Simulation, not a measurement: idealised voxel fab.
process module | voxel tone inversion
cross-section cut | 180 nm wide | cells 5 nm
A cross-section is a grid of square cells, given in bands from the top down. A band is one or more rows of cells.
Each band's line starts with the height of the band's top and of its bottom, in nm. Then come its materials from left to right, each with its width in nm. One material with "throughout" fills the band from edge to edge. "air" is empty space.
Height 0 is the level under which the wafer as received is all one material. The lowest band goes on downwards, as in "0 down".
A width such as "30 to 40" changes by the same amount from each row of cells to the next, from the band's top row to its bottom row.
"no change" after a step means that no cell of the cross-section changed.
closed voids: empty space of 8 cells or more with no open way to the top, each as width x height at its distance from the left edge, in nm
after a step's settings: what the simulator itself notes on the step
overlay nm, on a step with a mask: how far to the right of its planned place the mask lay; to the left if negative
plan
1 op RECEIVE | material Si
2 op CONFORMAL_DEP | material SiCN | thk nm 5
3 op DIRECTIONAL_DEP | material aC | thk nm 15
4 op PATTERN | tone cover | mask id POSTS | material resist | width nm 15 | pitch nm 45 | thk nm 25 | overlay nm 0
5 op DIRECTIONAL_ETCH | etch materials aC | depth nm 15
6 op STRIP | etch materials resist
7 op FILL_DEP | material SiO2 | thk nm 10
8 op CMP | height nm 20
9 op STRIP | etch materials aC
first wafer, as planned
as received, after step 1
  0 down: Si throughout
  closed voids: none
after step 2
  5 to 0: SiCN throughout
  below 0: unchanged
after step 3
  20 to 5: aC throughout
  below 5: unchanged
after step 4
  45 to 20: air 60 | resist 15 | air 30 | resist 15 | air 60
  below 20: unchanged
after step 5
  30 to 20: air 60 | resist 15 | air 30 | resist 15 | air 60
  20 to 5: air 60 | aC 15 | air 30 | aC 15 | air 60
  below 5: unchanged
after step 6
  20 to 5: air 60 | aC 15 | air 30 | aC 15 | air 60
  below 5: unchanged
after step 7
  30 to 20: SiO2 throughout
  20 to 5: SiO2 60 | aC 15 | SiO2 30 | aC 15 | SiO2 60
  below 5: unchanged
after step 8
  20 to 5: SiO2 60 | aC 15 | SiO2 30 | aC 15 | SiO2 60
  below 5: unchanged
after step 9
  20 to 5: SiO2 60 | air 15 | SiO2 30 | air 15 | SiO2 60
  below 5: unchanged
second wafer: like start, like plan, one mistake. Through step 3 it matches the first wafer
when step 4 should have ended
  45 to 20: resist 60 | air 15 | resist 30 | air 15 | resist 60
  below 20: unchanged
when step 5 should have ended
  30 to 20: resist 60 | air 15 | resist 30 | air 15 | resist 60
  20 to 5: aC 60 | air 15 | aC 30 | air 15 | aC 60
  below 5: unchanged
when step 6 should have ended
  20 to 5: aC 60 | air 15 | aC 30 | air 15 | aC 60
  below 5: unchanged
when step 7 should have ended
  30 to 20: SiO2 throughout
  20 to 5: aC 60 | SiO2 15 | aC 30 | SiO2 15 | aC 60
  below 5: unchanged
when step 8 should have ended
  20 to 5: aC 60 | SiO2 15 | aC 30 | SiO2 15 | aC 60
  below 5: unchanged
when step 9 should have ended
  20 to 5: air 60 | SiO2 15 | air 30 | SiO2 15 | air 60
  below 5: unchanged
what went wrong: step 4 ran as: op PATTERN | tone open | mask id POSTS | material resist | width nm 15 | pitch nm 45 | thk nm 25 | overlay nm 0
at the end the second wafer has, in cells: 72 fewer of SiO2
